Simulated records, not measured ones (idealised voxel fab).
The process module that follows is named voxel capacitor over wiring.
The cross-section on display is named cut; it measures 245 nm wide, and its cells are 5 nm squares.
In what follows, cross-sections appear as grids of square cells, described through bands that run from the top down, where every band is one or more rows of cells.
Top, bottom (nm), then materials left to right with widths (nm); lone material tagged "edge to edge" fills the whole band edge to edge; "air" = empty space.
Zero point of the height axis is 0; under it, received wafer = one material. Lowest band: continues down indefinitely, "z 0 and below".
The expression "30->40" gives the width at the extremes of the band, the first number at its top row of cells and the second at its bottom row, with the width changing by equal amounts from each row to the next in between.
What does "everything unchanged" mean for a step? It means no cell of the cross-section changed in that step.
Basically, "Enclosed void list" tells you about the enclosed voids: empty spaces with no open way to the top, 8 cells or bigger, each written width x height at distance, where distance is from the left edge, all in nm.
Anything after a step's settings on that line? It's the simulator's own note about the step.
A step line may carry the setting "overlay nm", which, for steps involving a mask, states the distance by which the mask lay to the right of its intended position; negative values denote displacement to the left.

Steps in the process plan:
1. RECEIVE: material Si
2. CONFORMAL_DEP: material SiO2, thk nm 15
3. DIRECTIONAL_DEP: material TiN, thk nm 5
4. DIRECTIONAL_DEP: material Ru, thk nm 25
5. PATTERN: tone cover, mask id METAL_1, material resist, width nm 20, pitch nm 75, thk nm 20, overlay nm 0
6. DIRECTIONAL_ETCH: etch materials Ru, depth nm 25
7. DIRECTIONAL_ETCH: etch materials TiN, depth nm 5
8. STRIP: etch materials resist
9. CONFORMAL_DEP: material SiCN, thk nm 5
10. FILL_DEP: material SiO2, thk nm 5
11. CMP: height nm 45
12. CONFORMAL_DEP: material SiCN, thk nm 5
13. DIRECTIONAL_DEP: material lowk, thk nm 20
14. MASKED_ETCH: tone open, mask id PLUG_1, width nm 15, etch materials lowk, depth nm 20, overlay nm 0
15. MASKED_ETCH: tone open, mask id PLUG_1, width nm 15, etch materials SiCN, depth nm 5, overlay nm 0
16. CONFORMAL_DEP: material TiN, thk nm 5
17. FILL_DEP: material W, thk nm 10
18. CMP: height nm 70
19. DIRECTIONAL_DEP: material TiN, thk nm 5
20. DIRECTIONAL_DEP: material SiN, thk nm 5
21. DIRECTIONAL_DEP: material TiN, thk nm 10
22. DIRECTIONAL_DEP: material aC, thk nm 10
23. PATTERN: tone cover, mask id UPPER_PLATE, material resist, width nm 60, thk nm 25, overlay nm 0
24. DIRECTIONAL_ETCH: etch materials aC, depth nm 10
25. STRIP: etch materials resist
26. DIRECTIONAL_ETCH: etch materials TiN, depth nm 10
27. DIRECTIONAL_ETCH: etch materials SiN, depth nm 5
28. STRIP: etch materials aC
29. PATTERN: tone cover, mask id LOWER_PLATE, material resist, width nm 70, thk nm 15, overlay nm 0
30. DIRECTIONAL_ETCH: etch materials TiN, depth nm 5
31. STRIP: etch materials resist
32. FILL_DEP: material SiO2, thk nm 20
33. CMP: height nm 105
34. PATTERN: tone open, mask id PLUG_2, material resist, width nm 15, thk nm 20, overlay nm 0
35. DIRECTIONAL_ETCH: etch materials SiO2, depth nm 15
36. STRIP: etch materials resist
37. CONFORMAL_DEP: material TiN, thk nm 5
38. FILL_DEP: material Ru, thk nm 10
39. CMP: height nm 105
40. CONFORMAL_DEP: material SiN, thk nm 5

Concerning the first of two wafers, which was run in accordance with the plan:

Received-state cross-section, reflecting completion of step 1:
	z 0 and below = Si edge to edge
	Enclosed void list: none

You're looking at a cross-section of the wafer after step 2:
	z 15 to 0 = SiO2 edge to edge
	Under the height 0 nothing was changed.

You're looking at a cross-section of the wafer after step 3:
	z 20 to 15 = TiN edge to edge
	Under the height 15 nothing was changed.

You're looking at a cross-section of the wafer after step 4:
	z 45 to 20 = Ru edge to edge
	Under the height 20 nothing was changed.

You're looking at a cross-section of the wafer after step 5:
	z 65 to 45 = air=75  resist=20  air=55  resist=20  air=75
	Under the height 45 nothing was changed.

You're looking at a cross-section of the wafer after step 6:
	z 65 to 45 = air=75  resist=20  air=55  resist=20  air=75
	z 45 to 20 = air=75  Ru=20  air=55  Ru=20  air=75
	Under the height 20 nothing was changed.

You're looking at a cross-section of the wafer after step 7:
	z 65 to 45 = air=75  resist=20  air=55  resist=20  air=75
	z 45 to 20 = air=75  Ru=20  air=55  Ru=20  air=75
	z 20 to 15 = air=75  TiN=20  air=55  TiN=20  air=75
	Under the height 15 nothing was changed.

You're looking at a cross-section of the wafer after step 8:
	z 45 to 20 = air=75  Ru=20  air=55  Ru=20  air=75
	Under the height 20 nothing was changed.

You're looking at a cross-section of the wafer after step 9:
	z 50 to 45 = air=70  SiCN=30  air=45  SiCN=30  air=70
	z 45 to 20 = air=70  SiCN=5  Ru=20  SiCN=5  air=45  SiCN=5  Ru=20  SiCN=5  air=70
	z 20 to 15 = SiCN=75  TiN=20  SiCN=55  TiN=20  SiCN=75
	Under the height 15 nothing was changed.

You're looking at a cross-section of the wafer after step 10:
	z 55 to 50 = SiO2 edge to edge
	z 50 to 45 = SiO2=70  SiCN=30  SiO2=45  SiCN=30  SiO2=70
	z 45 to 20 = SiO2=70  SiCN=5  Ru=20  SiCN=5  SiO2=45  SiCN=5  Ru=20  SiCN=5  SiO2=70
	Under the height 20 nothing was changed.

You're looking at a cross-section of the wafer after step 11:
	z 45 to 20 = SiO2=70  SiCN=5  Ru=20  SiCN=5  SiO2=45  SiCN=5  Ru=20  SiCN=5  SiO2=70
	Under the height 20 nothing was changed.

You're looking at a cross-section of the wafer after step 12:
	z 50 to 45 = SiCN edge to edge
	Under the height 45 nothing was changed.

You're looking at a cross-section of the wafer after step 13:
	z 70 to 50 = lowk edge to edge
	Under the height 50 nothing was changed.

You're looking at a cross-section of the wafer after step 14:
	z 70 to 50 = lowk=80  air=15  lowk=150
	Under the height 50 nothing was changed.

You're looking at a cross-section of the wafer after step 15:
	z 70 to 50 = lowk=80  air=15  lowk=150
	z 50 to 45 = SiCN=80  air=15  SiCN=150
	Under the height 45 nothing was changed.

You're looking at a cross-section of the wafer after step 16:
	z 75 to 70 = TiN=85  air=5  TiN=155
	z 70 to 50 = lowk=80  TiN=5  air=5  TiN=5  lowk=150
	z 50 to 45 = SiCN=80  TiN=15  SiCN=150
	Under the height 45 nothing was changed.

You're looking at a cross-section of the wafer after step 17:
	z 85 to 75 = W edge to edge
	z 75 to 70 = TiN=85  W=5  TiN=155
	z 70 to 50 = lowk=80  TiN=5  W=5  TiN=5  lowk=150
	Under the height 50 nothing was changed.

You're looking at a cross-section of the wafer after step 18:
	z 70 to 50 = lowk=80  TiN=5  W=5  TiN=5  lowk=150
	Under the height 50 nothing was changed.

You're looking at a cross-section of the wafer after step 19:
	z 75 to 70 = TiN edge to edge
	Under the height 70 nothing was changed.

You're looking at a cross-section of the wafer after step 20:
	z 80 to 75 = SiN edge to edge
	Under the height 75 nothing was changed.

You're looking at a cross-section of the wafer after step 21:
	z 90 to 80 = TiN edge to edge
	Under the height 80 nothing was changed.

You're looking at a cross-section of the wafer after step 22:
	z 100 to 90 = aC edge to edge
	Under the height 90 nothing was changed.

You're looking at a cross-section of the wafer after step 23:
	z 125 to 100 = air=80  resist=60  air=105
	Under the height 100 nothing was changed.

You're looking at a cross-section of the wafer after step 24:
	z 115 to 100 = air=80  resist=60  air=105
	z 100 to 90 = air=80  aC=60  air=105
	Under the height 90 nothing was changed.

You're looking at a cross-section of the wafer after step 25:
	z 100 to 90 = air=80  aC=60  air=105
	Under the height 90 nothing was changed.

You're looking at a cross-section of the wafer after step 26:
	z 100 to 90 = air=80  aC=60  air=105
	z 90 to 80 = air=80  TiN=60  air=105
	Under the height 80 nothing was changed.

You're looking at a cross-section of the wafer after step 27:
	z 100 to 90 = air=80  aC=60  air=105
	z 90 to 80 = air=80  TiN=60  air=105
	z 80 to 75 = air=80  SiN=60  air=105
	Under the height 75 nothing was changed.

You're looking at a cross-section of the wafer after step 28:
	z 90 to 80 = air=80  TiN=60  air=105
	Under the height 80 nothing was changed.

You're looking at a cross-section of the wafer after step 29:
	z 105 to 90 = air=75  resist=70  air=100
	z 90 to 80 = air=75  resist=5  TiN=60  resist=5  air=100
	z 80 to 75 = air=75  resist=5  SiN=60  resist=5  air=100
	Under the height 75 nothing was changed.

You're looking at a cross-section of the wafer after step 30:
	z 105 to 90 = air=75  resist=70  air=100
	z 90 to 80 = air=75  resist=5  TiN=60  resist=5  air=100
	z 80 to 75 = air=75  resist=5  SiN=60  resist=5  air=100
	z 75 to 70 = air=75  TiN=70  air=100
	Under the height 70 nothing was changed.

You're looking at a cross-section of the wafer after step 31:
	z 90 to 80 = air=80  TiN=60  air=105
	z 80 to 75 = air=80  SiN=60  air=105
	Under the height 75 nothing was changed.

You're looking at a cross-section of the wafer after step 32:
	z 110 to 90 = SiO2 edge to edge
	z 90 to 80 = SiO2=80  TiN=60  SiO2=105
	z 80 to 75 = SiO2=80  SiN=60  SiO2=105
	z 75 to 70 = SiO2=75  TiN=70  SiO2=100
	Under the height 70 nothing was changed.

You're looking at a cross-section of the wafer after step 33:
	z 105 to 90 = SiO2 edge to edge
	Under the height 90 nothing was changed.

You're looking at a cross-section of the wafer after step 34:
	z 125 to 105 = resist=90  air=15  resist=140
	Under the height 105 nothing was changed.

You're looking at a cross-section of the wafer after step 35:
	z 125 to 105 = resist=90  air=15  resist=140
	z 105 to 90 = SiO2=90  air=15  SiO2=140
	Under the height 90 nothing was changed.

You're looking at a cross-section of the wafer after step 36:
	z 105 to 90 = SiO2=90  air=15  SiO2=140
	Under the height 90 nothing was changed.

You're looking at a cross-section of the wafer after step 37:
	z 110 to 105 = TiN=95  air=5  TiN=145
	z 105 to 95 = SiO2=90  TiN=5  air=5  TiN=5  SiO2=140
	z 95 to 90 = SiO2=90  TiN=15  SiO2=140
	Under the height 90 nothing was changed.

You're looking at a cross-section of the wafer after step 38:
	z 120 to 110 = Ru edge to edge
	z 110 to 105 = TiN=95  Ru=5  TiN=145
	z 105 to 95 = SiO2=90  TiN=5  Ru=5  TiN=5  SiO2=140
	Under the height 95 nothing was changed.

You're looking at a cross-section of the wafer after step 39:
	z 105 to 95 = SiO2=90  TiN=5  Ru=5  TiN=5  SiO2=140
	Under the height 95 nothing was changed.

You're looking at a cross-section of the wafer after step 40:
	z 110 to 105 = SiN edge to edge
	Under the height 105 nothing was changed.

The second wafer: identical to the first at the outset and in its planned sequence, differing only in that one mistake was made during processing; up to and including step 1, its path is the first wafer's path:

Planned end of step 2: second wafer, cross-section:
	z 15 to 0 = SiN edge to edge
	Under the height 0 nothing was changed.

Planned end of step 3: second wafer, cross-section:
	z 20 to 15 = TiN edge to edge
	Under the height 15 nothing was changed.

Planned end of step 4: second wafer, cross-section:
	z 45 to 20 = Ru edge to edge
	Under the height 20 nothing was changed.

Planned end of step 5: second wafer, cross-section:
	z 65 to 45 = air=75  resist=20  air=55  resist=20  air=75
	Under the height 45 nothing was changed.

Planned end of step 6: second wafer, cross-section:
	z 65 to 45 = air=75  resist=20  air=55  resist=20  air=75
	z 45 to 20 = air=75  Ru=20  air=55  Ru=20  air=75
	Under the height 20 nothing was changed.

Planned end of step 7: second wafer, cross-section:
	z 65 to 45 = air=75  resist=20  air=55  resist=20  air=75
	z 45 to 20 = air=75  Ru=20  air=55  Ru=20  air=75
	z 20 to 15 = air=75  TiN=20  air=55  TiN=20  air=75
	Under the height 15 nothing was changed.

Planned end of step 8: second wafer, cross-section:
	z 45 to 20 = air=75  Ru=20  air=55  Ru=20  air=75
	Under the height 20 nothing was changed.

Planned end of step 9: second wafer, cross-section:
	z 50 to 45 = air=70  SiCN=30  air=45  SiCN=30  air=70
	z 45 to 20 = air=70  SiCN=5  Ru=20  SiCN=5  air=45  SiCN=5  Ru=20  SiCN=5  air=70
	z 20 to 15 = SiCN=75  TiN=20  SiCN=55  TiN=20  SiCN=75
	Under the height 15 nothing was changed.

Planned end of step 10: second wafer, cross-section:
	z 55 to 50 = SiO2 edge to edge
	z 50 to 45 = SiO2=70  SiCN=30  SiO2=45  SiCN=30  SiO2=70
	z 45 to 20 = SiO2=70  SiCN=5  Ru=20  SiCN=5  SiO2=45  SiCN=5  Ru=20  SiCN=5  SiO2=70
	Under the height 20 nothing was changed.

Planned end of step 11: second wafer, cross-section:
	z 45 to 20 = SiO2=70  SiCN=5  Ru=20  SiCN=5  SiO2=45  SiCN=5  Ru=20  SiCN=5  SiO2=70
	Under the height 20 nothing was changed.

Planned end of step 12: second wafer, cross-section:
	z 50 to 45 = SiCN edge to edge
	Under the height 45 nothing was changed.

Planned end of step 13: second wafer, cross-section:
	z 70 to 50 = lowk edge to edge
	Under the height 50 nothing was changed.

Planned end of step 14: second wafer, cross-section:
	z 70 to 50 = lowk=80  air=15  lowk=150
	Under the height 50 nothing was changed.

Planned end of step 15: second wafer, cross-section:
	z 70 to 50 = lowk=80  air=15  lowk=150
	z 50 to 45 = SiCN=80  air=15  SiCN=150
	Under the height 45 nothing was changed.

Planned end of step 16: second wafer, cross-section:
	z 75 to 70 = TiN=85  air=5  TiN=155
	z 70 to 50 = lowk=80  TiN=5  air=5  TiN=5  lowk=150
	z 50 to 45 = SiCN=80  TiN=15  SiCN=150
	Under the height 45 nothing was changed.

Planned end of step 17: second wafer, cross-section:
	z 85 to 75 = W edge to edge
	z 75 to 70 = TiN=85  W=5  TiN=155
	z 70 to 50 = lowk=80  TiN=5  W=5  TiN=5  lowk=150
	Under the height 50 nothing was changed.

Planned end of step 18: second wafer, cross-section:
	z 70 to 50 = lowk=80  TiN=5  W=5  TiN=5  lowk=150
	Under the height 50 nothing was changed.

Planned end of step 19: second wafer, cross-section:
	z 75 to 70 = TiN edge to edge
	Under the height 70 nothing was changed.

Planned end of step 20: second wafer, cross-section:
	z 80 to 75 = SiN edge to edge
	Under the height 75 nothing was changed.

Planned end of step 21: second wafer, cross-section:
	z 90 to 80 = TiN edge to edge
	Under the height 80 nothing was changed.

Planned end of step 22: second wafer, cross-section:
	z 100 to 90 = aC edge to edge
	Under the height 90 nothing was changed.

Planned end of step 23: second wafer, cross-section:
	z 125 to 100 = air=80  resist=60  air=105
	Under the height 100 nothing was changed.

Planned end of step 24: second wafer, cross-section:
	z 115 to 100 = air=80  resist=60  air=105
	z 100 to 90 = air=80  aC=60  air=105
	Under the height 90 nothing was changed.

Planned end of step 25: second wafer, cross-section:
	z 100 to 90 = air=80  aC=60  air=105
	Under the height 90 nothing was changed.

Planned end of step 26: second wafer, cross-section:
	z 100 to 90 = air=80  aC=60  air=105
	z 90 to 80 = air=80  TiN=60  air=105
	Under the height 80 nothing was changed.

Planned end of step 27: second wafer, cross-section:
	z 100 to 90 = air=80  aC=60  air=105
	z 90 to 80 = air=80  TiN=60  air=105
	z 80 to 75 = air=80  SiN=60  air=105
	Under the height 75 nothing was changed.

Planned end of step 28: second wafer, cross-section:
	z 90 to 80 = air=80  TiN=60  air=105
	Under the height 80 nothing was changed.

Planned end of step 29: second wafer, cross-section:
	z 105 to 90 = air=75  resist=70  air=100
	z 90 to 80 = air=75  resist=5  TiN=60  resist=5  air=100
	z 80 to 75 = air=75  resist=5  SiN=60  resist=5  air=100
	Under the height 75 nothing was changed.

Planned end of step 30: second wafer, cross-section:
	z 105 to 90 = air=75  resist=70  air=100
	z 90 to 80 = air=75  resist=5  TiN=60  resist=5  air=100
	z 80 to 75 = air=75  resist=5  SiN=60  resist=5  air=100
	z 75 to 70 = air=75  TiN=70  air=100
	Under the height 70 nothing was changed.

Planned end of step 31: second wafer, cross-section:
	z 90 to 80 = air=80  TiN=60  air=105
	z 80 to 75 = air=80  SiN=60  air=105
	Under the height 75 nothing was changed.

Planned end of step 32: second wafer, cross-section:
	z 110 to 90 = SiO2 edge to edge
	z 90 to 80 = SiO2=80  TiN=60  SiO2=105
	z 80 to 75 = SiO2=80  SiN=60  SiO2=105
	z 75 to 70 = SiO2=75  TiN=70  SiO2=100
	Under the height 70 nothing was changed.

Planned end of step 33: second wafer, cross-section:
	z 105 to 90 = SiO2 edge to edge
	Under the height 90 nothing was changed.

Planned end of step 34: second wafer, cross-section:
	z 125 to 105 = resist=90  air=15  resist=140
	Under the height 105 nothing was changed.

Planned end of step 35: second wafer, cross-section:
	z 125 to 105 = resist=90  air=15  resist=140
	z 105 to 90 = SiO2=90  air=15  SiO2=140
	Under the height 90 nothing was changed.

Planned end of step 36: second wafer, cross-section:
	z 105 to 90 = SiO2=90  air=15  SiO2=140
	Under the height 90 nothing was changed.

Planned end of step 37: second wafer, cross-section:
	z 110 to 105 = TiN=95  air=5  TiN=145
	z 105 to 95 = SiO2=90  TiN=5  air=5  TiN=5  SiO2=140
	z 95 to 90 = SiO2=90  TiN=15  SiO2=140
	Under the height 90 nothing was changed.

Planned end of step 38: second wafer, cross-section:
	z 120 to 110 = Ru edge to edge
	z 110 to 105 = TiN=95  Ru=5  TiN=145
	z 105 to 95 = SiO2=90  TiN=5  Ru=5  TiN=5  SiO2=140
	Under the height 95 nothing was changed.

Planned end of step 39: second wafer, cross-section:
	z 105 to 95 = SiO2=90  TiN=5  Ru=5  TiN=5  SiO2=140
	Under the height 95 nothing was changed.

Planned end of step 40: second wafer, cross-section:
	z 110 to 105 = SiN edge to edge
	Under the height 105 nothing was changed.
Nonconformance to the process plan: planned and actual differ for step 2; actual: CONFORMAL_DEP: material SiN, thk nm 15
The second wafer ends with more or fewer cells of some materials than the first, per final count: 147 more of SiN; 147 fewer of SiO2
